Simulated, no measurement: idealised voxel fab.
process module | voxel transistor to metal
Xsec cut, 285 nm wide, square cell size 5 nm.
A cross-section is written here as square cells arranged in a grid, and it is given in bands from the top down, each band taking up one or more rows of cells.
This entry defines a band. It first specifies the height of the band's top and the height of its bottom in nm, and then specifies the band's materials from left to right, stating each material with its width in nm. The word "edge to edge" identifies a single material that fills the band from edge to edge, while the word "air" identifies empty space.
Where do heights start? At 0: under that level the wafer as delivered is made of one material only. And the lowest band has no floor; it just carries on downward, as in "0..down".
Read "30..40" as a graded width: first number on top, second number at the bottom, same change between each pair of neighbouring rows.
No cell of the cross-section changed in a step that is given as "nothing was modified".
"Sealed cavities" enumerates empty spaces isolated from the top, with no open way to it, that contain at least 8 cells, giving each as width x height at distance from the left edge, all three in nm.
Step line, after settings: the simulator's comment on this step.
Steps that use a mask can have "overlay nm" on their line. It says how far the mask sat to the right of where it was meant to be. Negative means to the left.

Here's what the planned process steps look like
1,RECEIVE with material Si
2,CONFORMAL_DEP with material SiO2, thk nm 5
3,CONFORMAL_DEP with material SiN, thk nm 10
4,PATTERN with tone cover, mask id ACTIVE, material resist, width nm 110, pitch nm 135, thk nm 20, overlay nm 0
5,DIRECTIONAL_ETCH with etch materials SiN, depth nm 10
6,DIRECTIONAL_ETCH with etch materials SiO2, depth nm 5
7,DIRECTIONAL_ETCH with etch materials Si, depth nm 25
8,STRIP with etch materials resist
9,FILL_DEP with material SiO2, thk nm 5
10,CMP with height nm 15
11,SELECTIVE_ETCH with etch materials SiO2, depth nm 5
12,STRIP with etch materials SiN
13,SELECTIVE_ETCH with etch materials SiO2, depth nm 5
14,OXIDIZE with depth nm 5
15,DIRECTIONAL_DEP with material polySi, thk nm 30
16,DIRECTIONAL_DEP with material SiCN, thk nm 10
17,MASKED_ETCH with tone cover, mask id GATE, width nm 20, pitch nm 135, etch materials SiCN, depth nm 20, overlay nm 0
18,MASKED_ETCH with tone cover, mask id GATE, width nm 20, pitch nm 135, etch materials polySi, depth nm 40, overlay nm 0
19,CONFORMAL_DEP with material SiO2, thk nm 5
20,DIRECTIONAL_ETCH with etch materials SiO2, depth nm 5
21,CONFORMAL_DEP with material SiN, thk nm 10
22,DIRECTIONAL_ETCH with etch materials SiN, depth nm 10
23,DIRECTIONAL_ETCH with etch materials SiO2, depth nm 5
24,EPI with material SiGe, thk nm 5
25,FILL_DEP with material SiO2, thk nm 5
26,CMP with height nm 40
27,DIRECTIONAL_DEP with material SiO2, thk nm 15
28,PATTERN with tone open, mask id CONTACT, material resist, width nm 30, thk nm 20, overlay nm 0
29,DIRECTIONAL_ETCH with etch materials SiO2, depth nm 55
30,STRIP with etch materials resist
31,CONFORMAL_DEP with material TiN, thk nm 5
32,FILL_DEP with material W, thk nm 5
33,CMP with height nm 55
34,DIRECTIONAL_DEP with material TiN, thk nm 5
35,DIRECTIONAL_DEP with material Ru, thk nm 25
36,PATTERN with tone cover, mask id METAL_1, material resist, width nm 20, thk nm 15, overlay nm 0
37,DIRECTIONAL_ETCH with etch materials Ru, depth nm 25
38,DIRECTIONAL_ETCH with etch materials TiN, depth nm 5
39,STRIP with etch materials resist
40,FILL_DEP with material SiO2, thk nm 5
41,CMP with height nm 85
42,CONFORMAL_DEP with material SiCN, thk nm 5

As received (post step 1): cross-section
  0..down = Si edge to edge
  Sealed cavities: none

Final wafer profile in cross-section after the module, from the same start and plan as above, with one mistake made during processing
  90..85 = SiCN edge to edge
  85..60 = 30 of SiO2; 20 of Ru; 50 of SiO2; 20 of Ru; 45 of SiO2; 20 of Ru; 50 of SiO2; 20 of Ru; 30 of SiO2
  60..55 = 30 of SiO2; 20 of TiN; 50 of SiO2; 20 of TiN; 45 of SiO2; 20 of TiN; 50 of SiO2; 20 of TiN; 30 of SiO2
  55..45 = 35 of SiO2; 5 of TiN; 15 of W; 5 of TiN; 35 of SiO2; 5 of TiN; 15 of W; 5 of TiN; 50 of SiO2; 5 of TiN; 15 of W; 5 of TiN; 35 of SiO2; 5 of TiN; 15 of W; 5 of TiN; 30 of SiO2
  45..40 = 35 of SiO2; 5 of TiN; 5 of W; 15 of TiN; 35 of SiO2; 10 of TiN; 10 of W; 5 of TiN; 50 of SiO2; 5 of TiN; 5 of W; 15 of TiN; 35 of SiO2; 10 of TiN; 10 of W; 5 of TiN; 30 of SiO2
  40..30 = 35 of SiO2; 5 of TiN; 5 of W; 5 of TiN; 10 of SiN; 5 of SiO2; 20 of SiCN; 5 of SiO2; 10 of SiN; 5 of TiN; 10 of W; 5 of TiN; 50 of SiO2; 5 of TiN; 5 of W; 5 of TiN; 10 of SiN; 5 of SiO2; 20 of SiCN; 5 of SiO2; 10 of SiN; 5 of TiN; 10 of W; 5 of TiN; 30 of SiO2
  30..5 = 35 of SiO2; 5 of TiN; 5 of W; 5 of TiN; 10 of SiN; 5 of SiO2; 20 of polySi; 5 of SiO2; 10 of SiN; 5 of TiN; 10 of W; 5 of TiN; 50 of SiO2; 5 of TiN; 5 of W; 5 of TiN; 10 of SiN; 5 of SiO2; 20 of polySi; 5 of SiO2; 10 of SiN; 5 of TiN; 10 of W; 5 of TiN; 30 of SiO2
  5..0 = 20 of SiO2; 10 of SiN; 5 of SiO2; 15 of TiN; 10 of SiN; 5 of SiO2; 20 of polySi; 5 of SiO2; 10 of SiN; 20 of TiN; 10 of SiN; 25 of SiO2; 10 of SiN; 5 of SiO2; 15 of TiN; 10 of SiN; 5 of SiO2; 20 of polySi; 5 of SiO2; 10 of SiN; 20 of TiN; 10 of SiN; 20 of SiO2
  0..-5 = 30 of SiO2; 20 of SiGe; 50 of SiO2; 20 of SiGe; 45 of SiO2; 20 of SiGe; 50 of SiO2; 20 of SiGe; 30 of SiO2
  -5..-25 = 20 of SiO2; 110 of Si; 25 of SiO2; 110 of Si; 20 of SiO2
  -25..down = Si edge to edge
  Sealed cavities: none
Here's what went sideways: it should be noted that step 28 was executed with settings other than those planned, the operation and settings actually applied being PATTERN with tone open, mask id CONTACT, material resist, width nm 25, thk nm 20, overlay nm 0
